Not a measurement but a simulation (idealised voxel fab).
process module | voxel self aligned vias
cross-section cut | 255 nm wide | cells 5 nm
A cross-section is a grid of square cells, given in bands from the top down. A band is one or more rows of cells.
Each band's line starts with the height of the band's top and of its bottom, in nm. Then come its materials from left to right, each with its width in nm. One material with "throughout" fills the band from edge to edge. "air" is empty space.
Height 0 is the level under which the wafer as received is all one material. The lowest band goes on downwards, as in "0 down".
A width such as "30 to 40" changes by the same amount from each row of cells to the next, from the band's top row to its bottom row.
"no change" after a step means that no cell of the cross-section changed.
closed voids: empty space of 8 cells or more with no open way to the top, each as width x height at its distance from the left edge, in nm
after a step's settings: what the simulator itself notes on the step
overlay nm, on a step with a mask: how far to the right of its planned place the mask lay; to the left if negative
Each pair below shows a cross-section before one step and the cross-section after it, down to the lowest band that changed. The line under each pair gives the step between them, with its settings. The pairs can come from different runs of this module on the same starting wafer, so a pair continues from the pair above only where its "before" says so.
before
  45 to 25: SiO2 75 | TiN 5 | W 20 | TiN 5 | SiO2 40 | TiN 5 | W 20 | TiN 5 | SiO2 80
  25 to 20: SiO2 75 | TiN 30 | SiO2 40 | TiN 30 | SiO2 80
  20 to 15: SiCN throughout
  15 to 0: SiO2 throughout
  0 down: Si throughout
  closed voids: none
after
  45 to 40: SiO2 75 | TiN 5 | air 20 | TiN 5 | SiO2 40 | TiN 5 | air 20 | TiN 5 | SiO2 80
  below 40: unchanged
  closed voids: none
the step between: op SELECTIVE_ETCH | etch materials W | depth nm 5
before: the cross-section after the pair above
after
  50 to 45: SiN throughout
  45 to 40: SiO2 75 | TiN 5 | SiN 20 | TiN 5 | SiO2 40 | TiN 5 | SiN 20 | TiN 5 | SiO2 80
  below 40: unchanged
  closed voids: none
the step between: op FILL_DEP | material SiN | thk nm 5
before: the cross-section after the pair above
after
  45 to 40: SiO2 75 | TiN 5 | SiN 20 | TiN 5 | SiO2 40 | TiN 5 | SiN 20 | TiN 5 | SiO2 80
  below 40: unchanged
  closed voids: none
the step between: op CMP | height nm 45
before: the cross-section after the pair above
after
  65 to 45: SiO2 throughout
  below 45: unchanged
  closed voids: none
the step between: op DIRECTIONAL_DEP | material SiO2 | thk nm 20
before: the cross-section after the pair above
after
  85 to 65: resist 70 | air 40 | resist 30 | air 40 | resist 75
  below 65: unchanged
  closed voids: none
the step between: op PATTERN | tone open | mask id VIAS | material resist | width nm 40 | pitch nm 70 | thk nm 20 | overlay nm 0
before: the cross-section after the pair above
after
  85 to 65: resist 70 | air 40 | resist 30 | air 40 | resist 75
  65 to 45: SiO2 70 | air 40 | SiO2 30 | air 40 | SiO2 75
  below 45: unchanged
  closed voids: none
the step between: op DIRECTIONAL_ETCH | etch materials SiO2 | depth nm 20
before: the cross-section after the pair above
after
  85 to 65: resist 70 | air 40 | resist 30 | air 40 | resist 75
  65 to 45: SiO2 70 | air 40 | SiO2 30 | air 40 | SiO2 75
  45 to 40: SiO2 75 | TiN 5 | air 20 | TiN 5 | SiO2 40 | TiN 5 | air 20 | TiN 5 | SiO2 80
  below 40: unchanged
  closed voids: none
the step between: op DIRECTIONAL_ETCH | etch materials SiN | depth nm 5
before: the cross-section after the pair above
after
  65 to 45: SiO2 70 | air 40 | SiO2 30 | air 40 | SiO2 75
  below 45: unchanged
  closed voids: none
the step between: op STRIP | etch materials resist
before: the cross-section after the pair above
after
  70 to 65: TiN 75 | air 30 | TiN 40 | air 30 | TiN 80
  65 to 50: SiO2 70 | TiN 5 | air 30 | TiN 5 | SiO2 30 | TiN 5 | air 30 | TiN 5 | SiO2 75
  50 to 45: SiO2 70 | TiN 15 | air 10 | TiN 15 | SiO2 30 | TiN 15 | air 10 | TiN 15 | SiO2 75
  45 to 40: SiO2 75 | TiN 30 | SiO2 40 | TiN 30 | SiO2 80
  below 40: unchanged
  closed voids: none
the step between: op CONFORMAL_DEP | material TiN | thk nm 5
before: the cross-section after the pair above
after
  75 to 70: W throughout
  70 to 65: TiN 75 | W 30 | TiN 40 | W 30 | TiN 80
  65 to 50: SiO2 70 | TiN 5 | W 30 | TiN 5 | SiO2 30 | TiN 5 | W 30 | TiN 5 | SiO2 75
  50 to 45: SiO2 70 | TiN 15 | W 10 | TiN 15 | SiO2 30 | TiN 15 | W 10 | TiN 15 | SiO2 75
  below 45: unchanged
  closed voids: none
the step between: op FILL_DEP | material W | thk nm 5
before: the cross-section after the pair above
after
  65 to 50: SiO2 70 | TiN 5 | W 30 | TiN 5 | SiO2 30 | TiN 5 | W 30 | TiN 5 | SiO2 75
  below 50: unchanged
  closed voids: none
the step between: op CMP | height nm 65
before: the cross-section after the pair above
after
  70 to 65: SiN throughout
  below 65: unchanged
  closed voids: none
the step between: op CONFORMAL_DEP | material SiN | thk nm 5
before
  45 to 20: SiO2 throughout
  20 to 15: SiCN throughout
  15 to 0: SiO2 throughout
  0 down: Si throughout
  closed voids: none
after
  65 to 45: air 75 | resist 30 | air 40 | resist 30 | air 80
  below 45: unchanged
  closed voids: none
the step between: op PATTERN | tone cover | mask id LINES | material resist | width nm 30 | pitch nm 70 | thk nm 20 | overlay nm 0
before: the cross-section after the pair above
after
  65 to 45: air 75 | resist 30 | air 40 | resist 30 | air 80
  45 to 20: air 75 | SiO2 30 | air 40 | SiO2 30 | air 80
  below 20: unchanged
  closed voids: none
the step between: op DIRECTIONAL_ETCH | etch materials SiO2 | depth nm 25
before: the cross-section after the pair above
after
  45 to 20: air 75 | SiO2 30 | air 40 | SiO2 30 | air 80
  below 20: unchanged
  closed voids: none
the step between: op STRIP | etch materials resist
before: the cross-section after the pair above
after
  50 to 45: air 70 | TiN 40 | air 30 | TiN 40 | air 75
  45 to 25: air 70 | TiN 5 | SiO2 30 | TiN 5 | air 30 | TiN 5 | SiO2 30 | TiN 5 | air 75
  25 to 20: TiN 75 | SiO2 30 | TiN 40 | SiO2 30 | TiN 80
  below 20: unchanged
  closed voids: none
the step between: op CONFORMAL_DEP | material TiN | thk nm 5
before: the cross-section after the pair above
after
  55 to 50: W throughout
  50 to 45: W 70 | TiN 40 | W 30 | TiN 40 | W 75
  45 to 25: W 70 | TiN 5 | SiO2 30 | TiN 5 | W 30 | TiN 5 | SiO2 30 | TiN 5 | W 75
  below 25: unchanged
  closed voids: none
the step between: op FILL_DEP | material W | thk nm 5
before: the cross-section after the pair above
after
  45 to 25: W 70 | TiN 5 | SiO2 30 | TiN 5 | W 30 | TiN 5 | SiO2 30 | TiN 5 | W 75
  below 25: unchanged
  closed voids: none
the step between: op CMP | height nm 45
before: the cross-section after the pair above
after
  45 to 40: air 75 | SiO2 30 | air 40 | SiO2 30 | air 80
  below 40: unchanged
  closed voids: none
the step between: op SELECTIVE_ETCH | etch materials W Ru TiN | depth nm 5
before: the cross-section after the pair above
after
  50 to 45: SiN throughout
  45 to 40: SiN 75 | SiO2 30 | SiN 40 | SiO2 30 | SiN 80
  below 40: unchanged
  closed voids: none
the step between: op FILL_DEP | material SiN | thk nm 5
before: the cross-section after the pair above
after
  45 to 40: SiN 75 | SiO2 30 | SiN 40 | SiO2 30 | SiN 80
  below 40: unchanged
  closed voids: none
the step between: op CMP | height nm 45
before: the cross-section after the pair above
after
  65 to 45: SiO2 throughout
  below 45: unchanged
  closed voids: none
the step between: op DIRECTIONAL_DEP | material SiO2 | thk nm 20
before: the cross-section after the pair above
after
  85 to 65: resist 70 | air 40 | resist 30 | air 40 | resist 75
  below 65: unchanged
  closed voids: none
the step between: op PATTERN | tone open | mask id VIAS | material resist | width nm 40 | pitch nm 70 | thk nm 20 | overlay nm 0
before: the cross-section after the pair above
after
  85 to 65: resist 70 | air 40 | resist 30 | air 40 | resist 75
  65 to 45: SiO2 70 | air 40 | SiO2 30 | air 40 | SiO2 75
  below 45: unchanged
  closed voids: none
the step between: op DIRECTIONAL_ETCH | etch materials SiO2 | depth nm 20
before: the cross-section after the pair above
after
  85 to 65: resist 70 | air 40 | resist 30 | air 40 | resist 75
  65 to 45: SiO2 70 | air 40 | SiO2 30 | air 40 | SiO2 75
  45 to 40: SiN 70 | air 5 | SiO2 30 | air 5 | SiN 30 | air 5 | SiO2 30 | air 5 | SiN 75
  below 40: unchanged
  closed voids: none
the step between: op DIRECTIONAL_ETCH | etch materials SiN | depth nm 5
before: the cross-section after the pair above
after
  65 to 45: SiO2 70 | air 40 | SiO2 30 | air 40 | SiO2 75
  below 45: unchanged
  closed voids: none
the step between: op STRIP | etch materials resist
before: the cross-section after the pair above
after
  70 to 65: TiN 75 | air 30 | TiN 40 | air 30 | TiN 80
  65 to 50: SiO2 70 | TiN 5 | air 30 | TiN 5 | SiO2 30 | TiN 5 | air 30 | TiN 5 | SiO2 75
  50 to 45: SiO2 70 | TiN 40 | SiO2 30 | TiN 40 | SiO2 75
  45 to 40: SiN 70 | TiN 5 | SiO2 30 | TiN 5 | SiN 30 | TiN 5 | SiO2 30 | TiN 5 | SiN 75
  below 40: unchanged
  closed voids: none
the step between: op CONFORMAL_DEP | material TiN | thk nm 5
before: the cross-section after the pair above
after
  75 to 70: W throughout
  70 to 65: TiN 75 | W 30 | TiN 40 | W 30 | TiN 80
  65 to 50: SiO2 70 | TiN 5 | W 30 | TiN 5 | SiO2 30 | TiN 5 | W 30 | TiN 5 | SiO2 75
  below 50: unchanged
  closed voids: none
the step between: op FILL_DEP | material W | thk nm 5
before: the cross-section after the pair above
after
  65 to 50: SiO2 70 | TiN 5 | W 30 | TiN 5 | SiO2 30 | TiN 5 | W 30 | TiN 5 | SiO2 75
  below 50: unchanged
  closed voids: none
the step between: op CMP | height nm 65
before: the cross-section after the pair above
after
  70 to 65: SiN throughout
  below 65: unchanged
  closed voids: none
the step between: op CONFORMAL_DEP | material SiN | thk nm 5
